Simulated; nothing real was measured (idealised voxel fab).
process module | voxel self aligned vias
cross-section cut | 155 nm wide | cells 5 nm
A cross-section is a grid of square cells, given in bands from the top down. A band is one or more rows of cells.
Each band's line starts with the height of the band's top and of its bottom, in nm. Then come its materials from left to right, each with its width in nm. One material with "throughout" fills the band from edge to edge. "air" is empty space.
Height 0 is the level under which the wafer as received is all one material. The lowest band goes on downwards, as in "0 down".
A width such as "30 to 40" changes by the same amount from each row of cells to the next, from the band's top row to its bottom row.
"no change" after a step means that no cell of the cross-section changed.
closed voids: empty space of 8 cells or more with no open way to the top, each as width x height at its distance from the left edge, in nm
after a step's settings: what the simulator itself notes on the step
overlay nm, on a step with a mask: how far to the right of its planned place the mask lay; to the left if negative
plan
1 op RECEIVE | material Si
2 op CONFORMAL_DEP | material SiO2 | thk nm 15
3 op CONFORMAL_DEP | material SiCN | thk nm 5
4 op DIRECTIONAL_DEP | material lowk | thk nm 30
5 op DIRECTIONAL_DEP | material aC | thk nm 15
6 op PATTERN | tone open | mask id LINES | material resist | width nm 15 | pitch nm 75 | thk nm 35 | overlay nm 0
7 op DIRECTIONAL_ETCH | etch materials aC | depth nm 15
8 op STRIP | etch materials resist
9 op DIRECTIONAL_ETCH | etch materials lowk | depth nm 30
10 op STRIP | etch materials aC
11 op CONFORMAL_DEP | material TiN | thk nm 5
12 op FILL_DEP | material Ru | thk nm 5
13 op CMP | height nm 50
14 op SELECTIVE_ETCH | etch materials W Ru TiN | depth nm 5
15 op FILL_DEP | material SiN | thk nm 10
16 op CMP | height nm 50
17 op DIRECTIONAL_DEP | material lowk | thk nm 20
18 op DIRECTIONAL_DEP | material aC | thk nm 10
19 op PATTERN | tone open | mask id VIAS | material resist | width nm 45 | pitch nm 75 | thk nm 30 | overlay nm 0
20 op DIRECTIONAL_ETCH | etch materials aC | depth nm 10
21 op STRIP | etch materials resist
22 op DIRECTIONAL_ETCH | etch materials lowk | depth nm 20
23 op DIRECTIONAL_ETCH | etch materials SiN | depth nm 5
24 op STRIP | etch materials aC
25 op CONFORMAL_DEP | material TiN | thk nm 5
26 op FILL_DEP | material Ru | thk nm 10
27 op CMP | height nm 70
28 op CONFORMAL_DEP | material SiCN | thk nm 5
varied across the wafers: width nm of step 6. The plan shows the first wafer's value. All wafers start alike
first wafer as received, after step 1
  0 down: Si throughout
  closed voids: none
first wafer at the end, after step 28
  75 to 70: SiCN throughout
  70 to 55: lowk 15 | TiN 5 | Ru 35 | TiN 5 | lowk 30 | TiN 5 | Ru 35 | TiN 5 | lowk 20
  55 to 50: lowk 15 | TiN 20 | Ru 5 | TiN 20 | lowk 30 | TiN 20 | Ru 5 | TiN 20 | lowk 20
  50 to 45: lowk 30 | TiN 15 | lowk 60 | TiN 15 | lowk 35
  45 to 25: lowk 30 | TiN 5 | Ru 5 | TiN 5 | lowk 60 | TiN 5 | Ru 5 | TiN 5 | lowk 35
  25 to 20: lowk 30 | TiN 15 | lowk 60 | TiN 15 | lowk 35
  20 to 15: SiCN throughout
  15 to 0: SiO2 throughout
  0 down: Si throughout
  closed voids: none
last wafer at the end
  75 to 70: SiCN throughout
  70 to 55: lowk 15 | TiN 5 | Ru 35 | TiN 5 | lowk 30 | TiN 5 | Ru 35 | TiN 5 | lowk 20
  55 to 50: lowk 15 | TiN 10 | Ru 30 | TiN 5 | lowk 30 | TiN 10 | Ru 30 | TiN 5 | lowk 20
  50 to 45: lowk 20 | TiN 40 | lowk 35 | TiN 40 | lowk 20
  45 to 25: lowk 20 | TiN 5 | Ru 30 | TiN 5 | lowk 35 | TiN 5 | Ru 30 | TiN 5 | lowk 20
  25 to 20: lowk 20 | TiN 40 | lowk 35 | TiN 40 | lowk 20
  20 to 15: SiCN throughout
  15 to 0: SiO2 throughout
  0 down: Si throughout
  closed voids: none
each wafer at the end: cells of each material gained (+) or lost (-) since it was received, then its closed voids
width nm 15 | +52 Ru | +62 SiCN | +93 SiO2 | +56 TiN | +202 lowk | closed voids: none
width nm 20 | +62 Ru | +62 SiCN | +93 SiO2 | +58 TiN | +190 lowk | closed voids: none
width nm 25 | +72 Ru | +62 SiCN | +93 SiO2 | +60 TiN | +178 lowk | closed voids: none
width nm 30 | +82 Ru | +62 SiCN | +93 SiO2 | +62 TiN | +166 lowk | closed voids: none
width nm 35 | +92 Ru | +62 SiCN | +93 SiO2 | +64 TiN | +154 lowk | closed voids: none
width nm 40 | +102 Ru | +62 SiCN | +93 SiO2 | +66 TiN | +142 lowk | closed voids: none
